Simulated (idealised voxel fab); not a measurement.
process module | voxel ribs on slabs
Section cut is 155 nm wide and gridded with 5 nm square cells.
Think of the cross-section as a grid of square cells. We describe it in bands, top to bottom, and each band covers one or more rows of those cells.
Band: top height; bottom height; in nm. Then, left to right: material with width in nm, for each material. "everywhere": a single material spanning edge to edge. "blank": empty space.
Heads up on the height convention: 0 is the point under which the incoming wafer is all one material, and the lowest band has no bottom, it just keeps going down, like "from 0 down".
Graded width ("30..40"): value in top row of band = first number; value in bottom row = second number; row-to-row change constant.
Key: "no change occurred" - step with no changed cell in the cross-section.
In the "Fully closed voids" entry, you get each enclosed empty space of 8 cells or more, one with no open way to the top, written width x height at distance, distance from the left edge, in nm.
Heads up: the bit after the settings on a step's line is the simulator's remark on that step.
The line of a step may include "overlay nm". On a step with a mask, this value is how far to the right of its planned place the mask lay. A negative value means the mask lay to the left.
**The steps planned for the process are as follows**
step 1: RECEIVE,material Si
step 2: DIRECTIONAL_DEP,material SiO2,thk nm 30
step 3: DIRECTIONAL_DEP,material SiN,thk nm 25
step 4: PATTERN,tone cover,mask id RIB,material resist,width nm 20,thk nm 15,overlay nm 0
step 5: DIRECTIONAL_ETCH,etch materials SiN,depth nm 20
step 6: STRIP,etch materials resist
step 7: MASKED_ETCH,tone cover,mask id SLAB,width nm 50,etch materials SiN,depth nm 5,overlay nm 0
step 8: FILL_DEP,material SiO2,thk nm 20
step 9: CMP,height nm 70
step 10: DIRECTIONAL_DEP,material W,thk nm 10
step 11: DIRECTIONAL_DEP,material aC,thk nm 15
step 12: PATTERN,tone cover,mask id HEATER,material resist,width nm 30,thk nm 30,overlay nm 0
step 13: DIRECTIONAL_ETCH,etch materials aC,depth nm 15
step 14: STRIP,etch materials resist
step 15: DIRECTIONAL_ETCH,etch materials W,depth nm 10
step 16: STRIP,etch materials aC
step 17: CONFORMAL_DEP,material SiN,thk nm 5
**Wafer, first of two, run as planned**
**Here's what the wafer looked like in cross-section when it arrived - that's after step 1**
  from 0 down: Si everywhere
  Fully closed voids: none
**Take a look at the wafer's cross-section after step 2**
  from 30 to 0: SiO2 everywhere
  Heights below 0 show no change.
**Take a look at the wafer's cross-section after step 3**
  from 55 to 30: SiN everywhere
  Heights below 30 show no change.
**Take a look at the wafer's cross-section after step 4**
  from 70 to 55: 65 blank  20 resist  70 blank
  Heights below 55 show no change.
**Take a look at the wafer's cross-section after step 5**
  from 70 to 55: 65 blank  20 resist  70 blank
  from 55 to 35: 65 blank  20 SiN  70 blank
  Heights below 35 show no change.
**Take a look at the wafer's cross-section after step 6**
  from 55 to 35: 65 blank  20 SiN  70 blank
  Heights below 35 show no change.
**Take a look at the wafer's cross-section after step 7**
  from 55 to 35: 65 blank  20 SiN  70 blank
  from 35 to 30: 50 blank  50 SiN  55 blank
  Heights below 30 show no change.
**Take a look at the wafer's cross-section after step 8**
  from 75 to 55: SiO2 everywhere
  from 55 to 35: 65 SiO2  20 SiN  70 SiO2
  from 35 to 30: 50 SiO2  50 SiN  55 SiO2
  Heights below 30 show no change.
**Take a look at the wafer's cross-section after step 9**
  from 70 to 55: SiO2 everywhere
  Heights below 55 show no change.
**Take a look at the wafer's cross-section after step 10**
  from 80 to 70: W everywhere
  Heights below 70 show no change.
**Take a look at the wafer's cross-section after step 11**
  from 95 to 80: aC everywhere
  Heights below 80 show no change.
**Take a look at the wafer's cross-section after step 12**
  from 125 to 95: 60 blank  30 resist  65 blank
  Heights below 95 show no change.
**Take a look at the wafer's cross-section after step 13**
  from 110 to 95: 60 blank  30 resist  65 blank
  from 95 to 80: 60 blank  30 aC  65 blank
  Heights below 80 show no change.
**Take a look at the wafer's cross-section after step 14**
  from 95 to 80: 60 blank  30 aC  65 blank
  Heights below 80 show no change.
**Take a look at the wafer's cross-section after step 15**
  from 95 to 80: 60 blank  30 aC  65 blank
  from 80 to 70: 60 blank  30 W  65 blank
  Heights below 70 show no change.
**Take a look at the wafer's cross-section after step 16**
  from 80 to 70: 60 blank  30 W  65 blank
  Heights below 70 show no change.
**Take a look at the wafer's cross-section after step 17**
  from 85 to 80: 55 blank  40 SiN  60 blank
  from 80 to 75: 55 blank  5 SiN  30 W  5 SiN  60 blank
  from 75 to 70: 60 SiN  30 W  65 SiN
  Heights below 70 show no change.
**Second wafer: same start and same plan as the first, one execution error; identical to the first through step 3**
**Second wafer at the planned finish of step 4, seen in cross-section**
  from 70 to 55: 60 blank  30 resist  65 blank
  Heights below 55 show no change.
**Second wafer at the planned finish of step 5, seen in cross-section**
  from 70 to 55: 60 blank  30 resist  65 blank
  from 55 to 35: 60 blank  30 SiN  65 blank
  Heights below 35 show no change.
**Second wafer at the planned finish of step 6, seen in cross-section**
  from 55 to 35: 60 blank  30 SiN  65 blank
  Heights below 35 show no change.
**Second wafer at the planned finish of step 7, seen in cross-section**
  from 55 to 35: 60 blank  30 SiN  65 blank
  from 35 to 30: 50 blank  50 SiN  55 blank
  Heights below 30 show no change.
**Second wafer at the planned finish of step 8, seen in cross-section**
  from 75 to 55: SiO2 everywhere
  from 55 to 35: 60 SiO2  30 SiN  65 SiO2
  from 35 to 30: 50 SiO2  50 SiN  55 SiO2
  Heights below 30 show no change.
**Second wafer at the planned finish of step 9, seen in cross-section**
  from 70 to 55: SiO2 everywhere
  Heights below 55 show no change.
**Second wafer at the planned finish of step 10, seen in cross-section**
  from 80 to 70: W everywhere
  Heights below 70 show no change.
**Second wafer at the planned finish of step 11, seen in cross-section**
  from 95 to 80: aC everywhere
  Heights below 80 show no change.
**Second wafer at the planned finish of step 12, seen in cross-section**
  from 125 to 95: 60 blank  30 resist  65 blank
  Heights below 95 show no change.
**Second wafer at the planned finish of step 13, seen in cross-section**
  from 110 to 95: 60 blank  30 resist  65 blank
  from 95 to 80: 60 blank  30 aC  65 blank
  Heights below 80 show no change.
**Second wafer at the planned finish of step 14, seen in cross-section**
  from 95 to 80: 60 blank  30 aC  65 blank
  Heights below 80 show no change.
**Second wafer at the planned finish of step 15, seen in cross-section**
  from 95 to 80: 60 blank  30 aC  65 blank
  from 80 to 70: 60 blank  30 W  65 blank
  Heights below 70 show no change.
**Second wafer at the planned finish of step 16, seen in cross-section**
  from 80 to 70: 60 blank  30 W  65 blank
  Heights below 70 show no change.
**Second wafer at the planned finish of step 17, seen in cross-section**
  from 85 to 80: 55 blank  40 SiN  60 blank
  from 80 to 75: 55 blank  5 SiN  30 W  5 SiN  60 blank
  from 75 to 70: 60 SiN  30 W  65 SiN
  Heights below 70 show no change.
what went wrong: off-plan run, step 4, actual operation and settings PATTERN,tone cover,mask id RIB,material resist,width nm 30,thk nm 15,overlay nm 0
Looking at both finished wafers in cells, the second ends up ahead of or behind the first on some materials: SiN: 8 more, SiO2: 8 fewer
